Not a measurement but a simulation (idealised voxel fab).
Title: Process Module voxel fin reveal
270 nm wide, 5 nm square cells: that's cross-section cut.
Think of the cross-section as a grid of square cells. We describe it in bands, top to bottom, and each band covers one or more rows of those cells. The entry gives the band's vertical extent as a top height and a bottom height in nm, then its horizontal make-up as materials from left to right, each with a width in nm. "blank" stands for empty space; a single material marked "throughout" fills the band edge to edge. A quick word on heights: they are counted from 0, and under that level the wafer as it came to us is one material throughout. The lowest band is different from the rest in having no bottom; it simply continues downward, written as in "0 down". A width given as "30->40" starts at the first number in the band's top row and ends at the second number in its bottom row, shifting by an equal amount at every step from row to row. Given "everything unchanged" for a step, no cell of the cross-section differs between before and after that step. Heads up: "Voids, sealed" only lists the empty pockets with no open path to the top that are 8 cells or more, and it writes them as width x height at distance, distance from the left edge, in nm. Note: text after step settings on the step line = simulator remark on that step. The optional step-line setting "overlay nm" applies to steps with a mask and quantifies how far to the right of its planned location the mask lay, a negative value indicating leftward placement.

# This section lists the process steps that were planned
| 1 | RECEIVE with material Si |
| 2 | CONFORMAL_DEP with material SiN, thk nm 5 |
| 3 | PATTERN with tone cover, mask id FINS, material resist, width nm 15, pitch nm 45, thk nm 20, overlay nm 0 |
| 4 | DIRECTIONAL_ETCH with etch materials SiN, depth nm 5 |
| 5 | DIRECTIONAL_ETCH with etch materials Si, depth nm 30 |
| 6 | STRIP with etch materials resist |
| 7 | FILL_DEP with material SiO2, thk nm 15 |
| 8 | CMP with height nm 5 |
| 9 | SELECTIVE_ETCH with etch materials SiO2, depth nm 15 |
| 10 | STRIP with etch materials SiN |
| 11 | CONFORMAL_DEP with material HfO2, thk nm 5 |

# The first of the two wafers, which ran as planned

# Incoming wafer in cross-section (state: after step 1)
  0 down | Si throughout
  Voids, sealed: none

# Cross-sectional representation of the wafer at the conclusion of step 2
  5 to 0 | SiN throughout
  Whatever lies below 0 is exactly as it was before.

# Cross-sectional representation of the wafer at the conclusion of step 3
  25 to 5 | blank: 80; resist: 15; blank: 30; resist: 15; blank: 30; resist: 15; blank: 85
  Whatever lies below 5 is exactly as it was before.

# Cross-sectional representation of the wafer at the conclusion of step 4
  25 to 5 | blank: 80; resist: 15; blank: 30; resist: 15; blank: 30; resist: 15; blank: 85
  5 to 0 | blank: 80; SiN: 15; blank: 30; SiN: 15; blank: 30; SiN: 15; blank: 85
  Whatever lies below 0 is exactly as it was before.

# Cross-sectional representation of the wafer at the conclusion of step 5
  25 to 5 | blank: 80; resist: 15; blank: 30; resist: 15; blank: 30; resist: 15; blank: 85
  5 to 0 | blank: 80; SiN: 15; blank: 30; SiN: 15; blank: 30; SiN: 15; blank: 85
  0 to -30 | blank: 80; Si: 15; blank: 30; Si: 15; blank: 30; Si: 15; blank: 85
  Whatever lies below -30 is exactly as it was before.

# Cross-sectional representation of the wafer at the conclusion of step 6
  5 to 0 | blank: 80; SiN: 15; blank: 30; SiN: 15; blank: 30; SiN: 15; blank: 85
  Whatever lies below 0 is exactly as it was before.

# Cross-sectional representation of the wafer at the conclusion of step 7
  20 to 5 | SiO2 throughout
  5 to 0 | SiO2: 80; SiN: 15; SiO2: 30; SiN: 15; SiO2: 30; SiN: 15; SiO2: 85
  0 to -30 | SiO2: 80; Si: 15; SiO2: 30; Si: 15; SiO2: 30; Si: 15; SiO2: 85
  Whatever lies below -30 is exactly as it was before.

# Cross-sectional representation of the wafer at the conclusion of step 8
  5 to 0 | SiO2: 80; SiN: 15; SiO2: 30; SiN: 15; SiO2: 30; SiN: 15; SiO2: 85
  Whatever lies below 0 is exactly as it was before.

# Cross-sectional representation of the wafer at the conclusion of step 9
  5 to 0 | blank: 80; SiN: 15; blank: 30; SiN: 15; blank: 30; SiN: 15; blank: 85
  0 to -10 | blank: 80; Si: 15; blank: 30; Si: 15; blank: 30; Si: 15; blank: 85
  Whatever lies below -10 is exactly as it was before.

# Cross-sectional representation of the wafer at the conclusion of step 10
  0 to -10 | blank: 80; Si: 15; blank: 30; Si: 15; blank: 30; Si: 15; blank: 85
  Whatever lies below -10 is exactly as it was before.

# Cross-sectional representation of the wafer at the conclusion of step 11
  5 to 0 | blank: 75; HfO2: 25; blank: 20; HfO2: 25; blank: 20; HfO2: 25; blank: 80
  0 to -5 | blank: 75; HfO2: 5; Si: 15; HfO2: 5; blank: 20; HfO2: 5; Si: 15; HfO2: 5; blank: 20; HfO2: 5; Si: 15; HfO2: 5; blank: 80
  -5 to -10 | HfO2: 80; Si: 15; HfO2: 30; Si: 15; HfO2: 30; Si: 15; HfO2: 85
  Whatever lies below -10 is exactly as it was before.

# Companion wafer, the second of two: same beginning, same intended sequence, one mistake in carrying it out; through step 10 inclusive it tracks the first exactly

Second wafer, sectioned view, at step 11's planned end time: everything unchanged
Plan not followed: the plan's step 11 went unexecuted, having been skipped
Final wafer comparison in cells, second versus first, more or fewer per material: -66 HfO2
